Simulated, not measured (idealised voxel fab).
Name of the process module below: voxel tone inversion
FYI the section here is cut, 230 nm wide, cells are 5 nm squares.
A cross-section is written here as square cells arranged in a grid, and it is given in bands from the top down, each band taking up one or more rows of cells. Top, bottom (nm), then materials left to right with widths (nm); lone material tagged "everywhere" fills the whole band edge to edge; "empty" = empty space. Below 0: as-received wafer, all one material; heights counted from there. Lowest band: no bottom, goes on down, written "0 and below". So if you see something like "30 to 40" for the width, read it as the top row of the band sitting at the first number and the bottom row at the second, with every row in between moving by the same amount as the last. "no change occurred" after a step means that no cell of the cross-section changed. In "Fully enclosed voids" the enclosed voids are listed, meaning empty spaces of 8 cells or larger without any opening to the top. The form is width x height at distance, distance from the left edge, units nm. It should be noted that, on the line of a given step, the content following the step's settings is a remark produced by the simulator itself with respect to that step. "overlay nm", when on a step's line for a step with a mask, measures how far to the right of its planned place the mask lay; a negative measure means to the left.
The steps planned for the process are as follows:
1,RECEIVE [material Si]
2,CONFORMAL_DEP [material SiN] [thk nm 10]
3,DIRECTIONAL_DEP [material aC] [thk nm 25]
4,PATTERN [tone cover] [mask id POSTS] [material resist] [width nm 20] [pitch nm 35] [thk nm 35] [overlay nm 0]
5,DIRECTIONAL_ETCH [etch materials aC] [depth nm 25]
6,STRIP [etch materials resist]
7,FILL_DEP [material lowk] [thk nm 10]
8,CMP [height nm 35]
9,STRIP [etch materials aC]
This is the cross-section of the wafer as we received it, i.e. after step 1:
    0 and below  Si everywhere
    Fully enclosed voids: none
Cross-section: first of two wafers, module finished, run according to plan:
    35 down to 10  lowk (70) | empty (20) | lowk (15) | empty (20) | lowk (15) | empty (20) | lowk (70)
    10 down to 0  SiN everywhere
    0 and below  Si everywhere
    Fully enclosed voids: none
Second wafer through the module, sectioned at the end: same beginning and same plan as the first wafer, with one mistake in carrying it out:
    35 down to 10  lowk (65) | empty (20) | lowk (15) | empty (20) | lowk (15) | empty (20) | lowk (75)
    10 down to 0  SiN everywhere
    0 and below  Si everywhere
    Fully enclosed voids: none
The plan and the run diverged here: step 4 was run on a setting that differed from the plan, and what really ran there is PATTERN [tone cover] [mask id POSTS] [material resist] [width nm 20] [pitch nm 35] [thk nm 35] [overlay nm -5]
The two final wafers agree on how many cells each material fills and disagree on which cells those are.
